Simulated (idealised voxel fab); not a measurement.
Process module in this document: voxel ribs on slabs
Section cut is 290 nm wide and gridded with 5 nm square cells.
Cross-section = grid of square cells, listed top down in bands; band = one or more rows.
Band: top and bottom heights (nm) first, top before bottom; then materials from left to right, widths in nm. "edge to edge" marks a sole material filling the band edge to edge. "blank" denotes empty space.
For the purposes of this specification, 0 denotes the height below which the wafer in its as-received condition is composed wholly of one material, and the lowermost band, lacking a lower limit, extends downward without end, as expressed in "0 down".
Note: "30..40" means the width goes from the first number (top row of the band) to the second number (bottom row) in equal steps per row of cells.
No cell of the cross-section changed in a step that is given as "remained the same".
So "Closed cavities" is basically the list of trapped voids: any empty space of 8 cells or more that can't reach the top through an opening. They're written width x height at distance, the distance being from the left edge, and it's all nm.
On a step's line, text after the settings is the simulator commenting on that step.
"overlay nm" denotes, for a step that has a mask, the displacement of the mask to the right of its planned place, with negative values corresponding to the left.
## The steps planned for the process are as follows
| 1 | RECEIVE | material Si |
| 2 | DIRECTIONAL_DEP | material SiO2 | thk nm 30 |
| 3 | DIRECTIONAL_DEP | material SiN | thk nm 25 |
| 4 | MASKED_ETCH | tone cover | mask id RIB | width nm 20 | etch materials SiN | depth nm 10 | overlay nm 0 |
| 5 | MASKED_ETCH | tone cover | mask id SLAB | width nm 80 | etch materials SiN | depth nm 15 | overlay nm 0 |
| 6 | FILL_DEP | material SiO2 | thk nm 20 |
| 7 | CMP | height nm 70 |
| 8 | DIRECTIONAL_DEP | material W | thk nm 5 |
| 9 | MASKED_ETCH | tone cover | mask id HEATER | width nm 30 | etch materials W | depth nm 5 | overlay nm 0 |
| 10 | CONFORMAL_DEP | material SiO2 | thk nm 5 |
## As received (post step 1): cross-section
0 down: Si edge to edge
Closed cavities: none
## Result of the module, cross-sectioned: start per above, plan per above, one error in how it was run
80 to 75: blank=125; SiO2=40; blank=125
75 to 70: SiO2=130; W=30; SiO2=130
70 to 55: SiO2 edge to edge
55 to 45: SiO2=135; SiN=20; SiO2=135
45 to 30: SiO2=100; SiN=80; SiO2=110
30 to 0: SiO2 edge to edge
0 down: Si edge to edge
Closed cavities: none
The plan and the run diverged here: note that step 5 departed from the planned setting and was carried out as MASKED_ETCH | tone cover | mask id SLAB | width nm 80 | etch materials SiN | depth nm 15 | overlay nm -5
